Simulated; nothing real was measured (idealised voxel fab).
The process module presented herein is designated voxel trench capacitor.
cross-section cut | 230 nm wide | cells 5 nm
Each cross-section below is a grid of square cells, stated as bands in top-down order, with one or more rows of cells making up each band.
Read a band's entry like this: the first values are the height of its top and the height of its bottom in nm, and what follows is the sequence of materials from left to right, each with its width in nm. Note that "blank" is empty space, and that a single material marked "all across" reaches across the band from edge to edge.
Height datum 0, below which the as-received substrate wafer is one material. Lowest band open at the bottom, running downward: "z 0 and below".
The two numbers in a width such as "30 to 40" mark its ends across the band: the first belongs to the top row of cells, the second to the bottom row, and from each row to the next the width moves by the same amount.
Any step labelled "no change" changed none of the cells in the cross-section.
Basically, "Completely sealed voids" tells you about the enclosed voids: empty spaces with no open way to the top, 8 cells or bigger, each written width x height at distance, where distance is from the left edge, all in nm.
What comes after the settings on a step's line is commentary from the simulator itself on that step.
"overlay nm" denotes, for a step that has a mask, the displacement of the mask to the right of its planned place, with negative values corresponding to the left.
Process steps (planned)
1) RECEIVE | material Si
2) CONFORMAL_DEP | material SiN | thk nm 5
3) DIRECTIONAL_DEP | material aC | thk nm 15
4) PATTERN | tone open | mask id TRENCH | material resist | width nm 30 | pitch nm 55 | thk nm 35 | overlay nm 0
5) DIRECTIONAL_ETCH | etch materials aC | depth nm 15
6) STRIP | etch materials resist
7) DIRECTIONAL_ETCH | etch materials SiN | depth nm 5
8) DIRECTIONAL_ETCH | etch materials Si | depth nm 35
9) STRIP | etch materials aC
10) CONFORMAL_DEP | material HfO2 | thk nm 5
11) CONFORMAL_DEP | material TiN | thk nm 5
12) FILL_DEP | material W | thk nm 5
13) CMP | height nm 5
What follows covers the first of two wafers; it ran as planned
Cross-section of the incoming wafer, state after step 1
z 0 and below = Si all across
Completely sealed voids: none
Cross-section of the wafer subsequent to step 2
z 5 to 0 = SiN all across
Everything below 0 is unchanged.
Cross-section of the wafer subsequent to step 3
z 20 to 5 = aC all across
Everything below 5 is unchanged.
Cross-section of the wafer subsequent to step 4
z 55 to 20 = resist: 15 / blank: 30 / resist: 25 / blank: 30 / resist: 25 / blank: 30 / resist: 25 / blank: 30 / resist: 20
Everything below 20 is unchanged.
Cross-section of the wafer subsequent to step 5
z 40 to 20 = resist: 15 / blank: 30 / resist: 25 / blank: 30 / resist: 25 / blank: 30 / resist: 25 / blank: 30 / resist: 20
z 20 to 5 = aC: 15 / blank: 30 / aC: 25 / blank: 30 / aC: 25 / blank: 30 / aC: 25 / blank: 30 / aC: 20
Everything below 5 is unchanged.
Cross-section of the wafer subsequent to step 6
z 20 to 5 = aC: 15 / blank: 30 / aC: 25 / blank: 30 / aC: 25 / blank: 30 / aC: 25 / blank: 30 / aC: 20
Everything below 5 is unchanged.
Cross-section of the wafer subsequent to step 7
z 20 to 5 = aC: 15 / blank: 30 / aC: 25 / blank: 30 / aC: 25 / blank: 30 / aC: 25 / blank: 30 / aC: 20
z 5 to 0 = SiN: 15 / blank: 30 / SiN: 25 / blank: 30 / SiN: 25 / blank: 30 / SiN: 25 / blank: 30 / SiN: 20
Everything below 0 is unchanged.
Cross-section of the wafer subsequent to step 8
z 20 to 5 = aC: 15 / blank: 30 / aC: 25 / blank: 30 / aC: 25 / blank: 30 / aC: 25 / blank: 30 / aC: 20
z 5 to 0 = SiN: 15 / blank: 30 / SiN: 25 / blank: 30 / SiN: 25 / blank: 30 / SiN: 25 / blank: 30 / SiN: 20
z 0 to -35 = Si: 15 / blank: 30 / Si: 25 / blank: 30 / Si: 25 / blank: 30 / Si: 25 / blank: 30 / Si: 20
Everything below -35 is unchanged.
Cross-section of the wafer subsequent to step 9
z 5 to 0 = SiN: 15 / blank: 30 / SiN: 25 / blank: 30 / SiN: 25 / blank: 30 / SiN: 25 / blank: 30 / SiN: 20
Everything below 0 is unchanged.
Cross-section of the wafer subsequent to step 10
z 10 to 5 = HfO2: 20 / blank: 20 / HfO2: 35 / blank: 20 / HfO2: 35 / blank: 20 / HfO2: 35 / blank: 20 / HfO2: 25
z 5 to 0 = SiN: 15 / HfO2: 5 / blank: 20 / HfO2: 5 / SiN: 25 / HfO2: 5 / blank: 20 / HfO2: 5 / SiN: 25 / HfO2: 5 / blank: 20 / HfO2: 5 / SiN: 25 / HfO2: 5 / blank: 20 / HfO2: 5 / SiN: 20
z 0 to -30 = Si: 15 / HfO2: 5 / blank: 20 / HfO2: 5 / Si: 25 / HfO2: 5 / blank: 20 / HfO2: 5 / Si: 25 / HfO2: 5 / blank: 20 / HfO2: 5 / Si: 25 / HfO2: 5 / blank: 20 / HfO2: 5 / Si: 20
z -30 to -35 = Si: 15 / HfO2: 30 / Si: 25 / HfO2: 30 / Si: 25 / HfO2: 30 / Si: 25 / HfO2: 30 / Si: 20
Everything below -35 is unchanged.
Cross-section of the wafer subsequent to step 11
z 15 to 10 = TiN: 25 / blank: 10 / TiN: 45 / blank: 10 / TiN: 45 / blank: 10 / TiN: 45 / blank: 10 / TiN: 30
z 10 to 5 = HfO2: 20 / TiN: 5 / blank: 10 / TiN: 5 / HfO2: 35 / TiN: 5 / blank: 10 / TiN: 5 / HfO2: 35 / TiN: 5 / blank: 10 / TiN: 5 / HfO2: 35 / TiN: 5 / blank: 10 / TiN: 5 / HfO2: 25
z 5 to 0 = SiN: 15 / HfO2: 5 / TiN: 5 / blank: 10 / TiN: 5 / HfO2: 5 / SiN: 25 / HfO2: 5 / TiN: 5 / blank: 10 / TiN: 5 / HfO2: 5 / SiN: 25 / HfO2: 5 / TiN: 5 / blank: 10 / TiN: 5 / HfO2: 5 / SiN: 25 / HfO2: 5 / TiN: 5 / blank: 10 / TiN: 5 / HfO2: 5 / SiN: 20
z 0 to -25 = Si: 15 / HfO2: 5 / TiN: 5 / blank: 10 / TiN: 5 / HfO2: 5 / Si: 25 / HfO2: 5 / TiN: 5 / blank: 10 / TiN: 5 / HfO2: 5 / Si: 25 / HfO2: 5 / TiN: 5 / blank: 10 / TiN: 5 / HfO2: 5 / Si: 25 / HfO2: 5 / TiN: 5 / blank: 10 / TiN: 5 / HfO2: 5 / Si: 20
z -25 to -30 = Si: 15 / HfO2: 5 / TiN: 20 / HfO2: 5 / Si: 25 / HfO2: 5 / TiN: 20 / HfO2: 5 / Si: 25 / HfO2: 5 / TiN: 20 / HfO2: 5 / Si: 25 / HfO2: 5 / TiN: 20 / HfO2: 5 / Si: 20
Everything below -30 is unchanged.
Cross-section of the wafer subsequent to step 12
z 20 to 15 = W all across
z 15 to 10 = TiN: 25 / W: 10 / TiN: 45 / W: 10 / TiN: 45 / W: 10 / TiN: 45 / W: 10 / TiN: 30
z 10 to 5 = HfO2: 20 / TiN: 5 / W: 10 / TiN: 5 / HfO2: 35 / TiN: 5 / W: 10 / TiN: 5 / HfO2: 35 / TiN: 5 / W: 10 / TiN: 5 / HfO2: 35 / TiN: 5 / W: 10 / TiN: 5 / HfO2: 25
z 5 to 0 = SiN: 15 / HfO2: 5 / TiN: 5 / W: 10 / TiN: 5 / HfO2: 5 / SiN: 25 / HfO2: 5 / TiN: 5 / W: 10 / TiN: 5 / HfO2: 5 / SiN: 25 / HfO2: 5 / TiN: 5 / W: 10 / TiN: 5 / HfO2: 5 / SiN: 25 / HfO2: 5 / TiN: 5 / W: 10 / TiN: 5 / HfO2: 5 / SiN: 20
z 0 to -25 = Si: 15 / HfO2: 5 / TiN: 5 / W: 10 / TiN: 5 / HfO2: 5 / Si: 25 / HfO2: 5 / TiN: 5 / W: 10 / TiN: 5 / HfO2: 5 / Si: 25 / HfO2: 5 / TiN: 5 / W: 10 / TiN: 5 / HfO2: 5 / Si: 25 / HfO2: 5 / TiN: 5 / W: 10 / TiN: 5 / HfO2: 5 / Si: 20
Everything below -25 is unchanged.
Cross-section of the wafer subsequent to step 13
z 5 to 0 = SiN: 15 / HfO2: 5 / TiN: 5 / W: 10 / TiN: 5 / HfO2: 5 / SiN: 25 / HfO2: 5 / TiN: 5 / W: 10 / TiN: 5 / HfO2: 5 / SiN: 25 / HfO2: 5 / TiN: 5 / W: 10 / TiN: 5 / HfO2: 5 / SiN: 25 / HfO2: 5 / TiN: 5 / W: 10 / TiN: 5 / HfO2: 5 / SiN: 20
Everything below 0 is unchanged.
Second Wafer (Identical Start and Plan, One Processing Error; Matches First Wafer Through Step 7)
Second wafer: cross-section at the scheduled end of step 8
z 20 to 5 = aC: 15 / blank: 30 / aC: 25 / blank: 30 / aC: 25 / blank: 30 / aC: 25 / blank: 30 / aC: 20
z 5 to 0 = SiN: 15 / blank: 30 / SiN: 25 / blank: 30 / SiN: 25 / blank: 30 / SiN: 25 / blank: 30 / SiN: 20
z 0 to -70 = Si: 15 / blank: 30 / Si: 25 / blank: 30 / Si: 25 / blank: 30 / Si: 25 / blank: 30 / Si: 20
Everything below -70 is unchanged.
Second wafer: cross-section at the scheduled end of step 9
z 5 to 0 = SiN: 15 / blank: 30 / SiN: 25 / blank: 30 / SiN: 25 / blank: 30 / SiN: 25 / blank: 30 / SiN: 20
Everything below 0 is unchanged.
Second wafer: cross-section at the scheduled end of step 10
z 10 to 5 = HfO2: 20 / blank: 20 / HfO2: 35 / blank: 20 / HfO2: 35 / blank: 20 / HfO2: 35 / blank: 20 / HfO2: 25
z 5 to 0 = SiN: 15 / HfO2: 5 / blank: 20 / HfO2: 5 / SiN: 25 / HfO2: 5 / blank: 20 / HfO2: 5 / SiN: 25 / HfO2: 5 / blank: 20 / HfO2: 5 / SiN: 25 / HfO2: 5 / blank: 20 / HfO2: 5 / SiN: 20
z 0 to -65 = Si: 15 / HfO2: 5 / blank: 20 / HfO2: 5 / Si: 25 / HfO2: 5 / blank: 20 / HfO2: 5 / Si: 25 / HfO2: 5 / blank: 20 / HfO2: 5 / Si: 25 / HfO2: 5 / blank: 20 / HfO2: 5 / Si: 20
z -65 to -70 = Si: 15 / HfO2: 30 / Si: 25 / HfO2: 30 / Si: 25 / HfO2: 30 / Si: 25 / HfO2: 30 / Si: 20
Everything below -70 is unchanged.
Second wafer: cross-section at the scheduled end of step 11
z 15 to 10 = TiN: 25 / blank: 10 / TiN: 45 / blank: 10 / TiN: 45 / blank: 10 / TiN: 45 / blank: 10 / TiN: 30
z 10 to 5 = HfO2: 20 / TiN: 5 / blank: 10 / TiN: 5 / HfO2: 35 / TiN: 5 / blank: 10 / TiN: 5 / HfO2: 35 / TiN: 5 / blank: 10 / TiN: 5 / HfO2: 35 / TiN: 5 / blank: 10 / TiN: 5 / HfO2: 25
z 5 to 0 = SiN: 15 / HfO2: 5 / TiN: 5 / blank: 10 / TiN: 5 / HfO2: 5 / SiN: 25 / HfO2: 5 / TiN: 5 / blank: 10 / TiN: 5 / HfO2: 5 / SiN: 25 / HfO2: 5 / TiN: 5 / blank: 10 / TiN: 5 / HfO2: 5 / SiN: 25 / HfO2: 5 / TiN: 5 / blank: 10 / TiN: 5 / HfO2: 5 / SiN: 20
z 0 to -60 = Si: 15 / HfO2: 5 / TiN: 5 / blank: 10 / TiN: 5 / HfO2: 5 / Si: 25 / HfO2: 5 / TiN: 5 / blank: 10 / TiN: 5 / HfO2: 5 / Si: 25 / HfO2: 5 / TiN: 5 / blank: 10 / TiN: 5 / HfO2: 5 / Si: 25 / HfO2: 5 / TiN: 5 / blank: 10 / TiN: 5 / HfO2: 5 / Si: 20
z -60 to -65 = Si: 15 / HfO2: 5 / TiN: 20 / HfO2: 5 / Si: 25 / HfO2: 5 / TiN: 20 / HfO2: 5 / Si: 25 / HfO2: 5 / TiN: 20 / HfO2: 5 / Si: 25 / HfO2: 5 / TiN: 20 / HfO2: 5 / Si: 20
Everything below -65 is unchanged.
Second wafer: cross-section at the scheduled end of step 12
z 20 to 15 = W all across
z 15 to 10 = TiN: 25 / W: 10 / TiN: 45 / W: 10 / TiN: 45 / W: 10 / TiN: 45 / W: 10 / TiN: 30
z 10 to 5 = HfO2: 20 / TiN: 5 / W: 10 / TiN: 5 / HfO2: 35 / TiN: 5 / W: 10 / TiN: 5 / HfO2: 35 / TiN: 5 / W: 10 / TiN: 5 / HfO2: 35 / TiN: 5 / W: 10 / TiN: 5 / HfO2: 25
z 5 to 0 = SiN: 15 / HfO2: 5 / TiN: 5 / W: 10 / TiN: 5 / HfO2: 5 / SiN: 25 / HfO2: 5 / TiN: 5 / W: 10 / TiN: 5 / HfO2: 5 / SiN: 25 / HfO2: 5 / TiN: 5 / W: 10 / TiN: 5 / HfO2: 5 / SiN: 25 / HfO2: 5 / TiN: 5 / W: 10 / TiN: 5 / HfO2: 5 / SiN: 20
z 0 to -60 = Si: 15 / HfO2: 5 / TiN: 5 / W: 10 / TiN: 5 / HfO2: 5 / Si: 25 / HfO2: 5 / TiN: 5 / W: 10 / TiN: 5 / HfO2: 5 / Si: 25 / HfO2: 5 / TiN: 5 / W: 10 / TiN: 5 / HfO2: 5 / Si: 25 / HfO2: 5 / TiN: 5 / W: 10 / TiN: 5 / HfO2: 5 / Si: 20
Everything below -60 is unchanged.
Second wafer: cross-section at the scheduled end of step 13
z 5 to 0 = SiN: 15 / HfO2: 5 / TiN: 5 / W: 10 / TiN: 5 / HfO2: 5 / SiN: 25 / HfO2: 5 / TiN: 5 / W: 10 / TiN: 5 / HfO2: 5 / SiN: 25 / HfO2: 5 / TiN: 5 / W: 10 / TiN: 5 / HfO2: 5 / SiN: 25 / HfO2: 5 / TiN: 5 / W: 10 / TiN: 5 / HfO2: 5 / SiN: 20
Everything below 0 is unchanged.
What was done differently from what was planned? in the plan, step 8 was performed twice
Bottom line after processing is that, in cells, the second wafer is up or down on some materials versus the first: HfO2: 56 more, Si: 168 fewer, TiN: 56 more, W: 56 more
